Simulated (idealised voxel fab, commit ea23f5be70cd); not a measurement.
The process module that follows is named voxel capacitor over wiring.
We display cut, a cross-section 265 nm in width whose square cells are each 5 nm.
Cross-section spec: square-cell grid; bands listed top down; each band is one or more rows.
Heights first: top, then bottom, in nm. Then materials, left to right, each with a width in nm. "everywhere" on a single material: fills the band edge to edge. "blank": empty space.
Note: height 0 marks the level under which the wafer is uniformly one material as received. Lowest band unbounded below, written "from 0 down".
Top row gets the first number, bottom row gets the second, and each row in between changes by the same step: that is how a band width like "30 to 40" works.
Step note "identical to before" = no cross-section cell changed.
"Tabulated closed voids" contains a list of empty spaces, each no smaller than 8 cells and without an open way to the top, written in the form width x height at distance with the distance from the left edge and all three in nm.
Formally, on a step line, whatever follows the settings is a remark that the simulator itself makes on the step.
The optional step-line setting "overlay nm" applies to steps with a mask and quantifies how far to the right of its planned location the mask lay, a negative value indicating leftward placement.

The planned process steps are enumerated hereunder
1: op RECEIVE | material Si
2: op CONFORMAL_DEP | material SiO2 | thk nm 15
3: op CONFORMAL_DEP | material SiCN | thk nm 5
4: op DIRECTIONAL_DEP | material SiO2 | thk nm 20
5: op MASKED_ETCH | tone open | mask id METAL_1 | width nm 30 | pitch nm 90 | etch materials SiO2 | depth nm 20 | overlay nm 0
6: op MASKED_ETCH | tone open | mask id METAL_1 | width nm 30 | pitch nm 90 | etch materials SiCN | depth nm 5 | overlay nm 0
7: op CONFORMAL_DEP | material TiN | thk nm 5
8: op FILL_DEP | material Cu | thk nm 10
9: op CMP | height nm 40
10: op CONFORMAL_DEP | material SiCN | thk nm 5
11: op DIRECTIONAL_DEP | material lowk | thk nm 15
12: op PATTERN | tone open | mask id PLUG_1 | material resist | width nm 15 | thk nm 20 | overlay nm 0
13: op DIRECTIONAL_ETCH | etch materials lowk | depth nm 15
14: op DIRECTIONAL_ETCH | etch materials SiCN | depth nm 5
15: op STRIP | etch materials resist
16: op EPI | material Ru | thk nm 10
17: op EPI | material Ru | thk nm 10
18: op DIRECTIONAL_DEP | material TiN | thk nm 5
19: op DIRECTIONAL_DEP | material HfO2 | thk nm 5
20: op DIRECTIONAL_DEP | material TiN | thk nm 5
21: op DIRECTIONAL_DEP | material aC | thk nm 15
22: op PATTERN | tone cover | mask id UPPER_PLATE | material resist | width nm 65 | thk nm 30 | overlay nm -15
23: op DIRECTIONAL_ETCH | etch materials aC | depth nm 15
24: op STRIP | etch materials resist
25: op DIRECTIONAL_ETCH | etch materials TiN | depth nm 5
26: op DIRECTIONAL_ETCH | etch materials HfO2 | depth nm 5
27: op STRIP | etch materials aC
28: op MASKED_ETCH | tone cover | mask id LOWER_PLATE | width nm 75 | etch materials TiN | depth nm 5 | overlay nm 0
29: op FILL_DEP | material SiO2 | thk nm 15
30: op CMP | height nm 85
31: op DIRECTIONAL_DEP | material aC | thk nm 15
32: op PATTERN | tone open | mask id PLUG_2 | material resist | width nm 15 | thk nm 30 | overlay nm 0
33: op DIRECTIONAL_ETCH | etch materials aC | depth nm 15
34: op STRIP | etch materials resist
35: op DIRECTIONAL_ETCH | etch materials SiO2 | depth nm 10
36: op STRIP | etch materials aC
37: op CONFORMAL_DEP | material TiN | thk nm 5
38: op FILL_DEP | material Cu | thk nm 5
39: op CMP | height nm 85
40: op CONFORMAL_DEP | material SiCN | thk nm 5
The wafers in this document start out alike and differ in the overlay nm applied at step 22; the plan shows the value used for the first wafer.

Cross-section of the first incoming wafer of several, state after step 1
> from 0 down = Si everywhere
> Tabulated closed voids: none

First wafer of several, cross-section, module end, after step 40 (last)
> from 90 to 85 = SiCN everywhere
> from 85 to 80 = SiO2: 95  TiN: 5  Cu: 5  TiN: 5  SiO2: 155
> from 80 to 70 = SiO2: 95 to 80  TiN: 15 to 55  SiO2: 155 to 130
> from 70 to 65 = SiO2: 70  HfO2: 65  SiO2: 130
> from 65 to 60 = SiO2: 70  TiN: 85  SiO2: 110
> from 60 to 45 = lowk: 85  Ru: 15  lowk: 165
> from 45 to 40 = SiCN: 85  Ru: 15  SiCN: 165
> from 40 to 20 = SiO2: 70  TiN: 5  Cu: 20  TiN: 5  SiO2: 60  TiN: 5  Cu: 20  TiN: 5  SiO2: 75
> from 20 to 15 = SiCN: 70  TiN: 30  SiCN: 60  TiN: 30  SiCN: 75
> from 15 to 0 = SiO2 everywhere
> from 0 down = Si everywhere
> Tabulated closed voids: none

Here we cross-sectioned the last of the wafers once the module was done
> from 90 to 85 = SiCN everywhere
> from 85 to 80 = SiO2: 95  TiN: 5  Cu: 5  TiN: 5  SiO2: 155
> from 80 to 70 = SiO2: 95 to 100  TiN: 15 to 55  SiO2: 155 to 110
> from 70 to 65 = SiO2: 100  HfO2: 65  SiO2: 100
> from 65 to 60 = SiO2: 80  TiN: 85  SiO2: 100
> from 60 to 45 = lowk: 85  Ru: 15  lowk: 165
> from 45 to 40 = SiCN: 85  Ru: 15  SiCN: 165
> from 40 to 20 = SiO2: 70  TiN: 5  Cu: 20  TiN: 5  SiO2: 60  TiN: 5  Cu: 20  TiN: 5  SiO2: 75
> from 20 to 15 = SiCN: 70  TiN: 30  SiCN: 60  TiN: 30  SiCN: 75
> from 15 to 0 = SiO2 everywhere
> from 0 down = Si everywhere
> Tabulated closed voids: none

Rows = wafers. At module end, each row lists per material the cells gained (+) or lost (-) since the wafer was received, then the closed voids
overlay nm -15; +33 Cu; +13 HfO2; +12 Ru; +144 SiCN; +541 SiO2; +61 TiN; +150 lowk; Tabulated closed voids: none
overlay nm -10; +33 Cu; +13 HfO2; +12 Ru; +144 SiCN; +541 SiO2; +61 TiN; +150 lowk; Tabulated closed voids: none
overlay nm -5; +33 Cu; +13 HfO2; +12 Ru; +144 SiCN; +541 SiO2; +61 TiN; +150 lowk; Tabulated closed voids: none
overlay nm 0; +33 Cu; +13 HfO2; +12 Ru; +144 SiCN; +541 SiO2; +61 TiN; +150 lowk; Tabulated closed voids: none
overlay nm 5; +33 Cu; +13 HfO2; +12 Ru; +144 SiCN; +541 SiO2; +61 TiN; +150 lowk; Tabulated closed voids: none
overlay nm 10; +33 Cu; +13 HfO2; +12 Ru; +144 SiCN; +541 SiO2; +61 TiN; +150 lowk; Tabulated closed voids: none
overlay nm 15; +33 Cu; +13 HfO2; +12 Ru; +144 SiCN; +541 SiO2; +61 TiN; +150 lowk; Tabulated closed voids: none
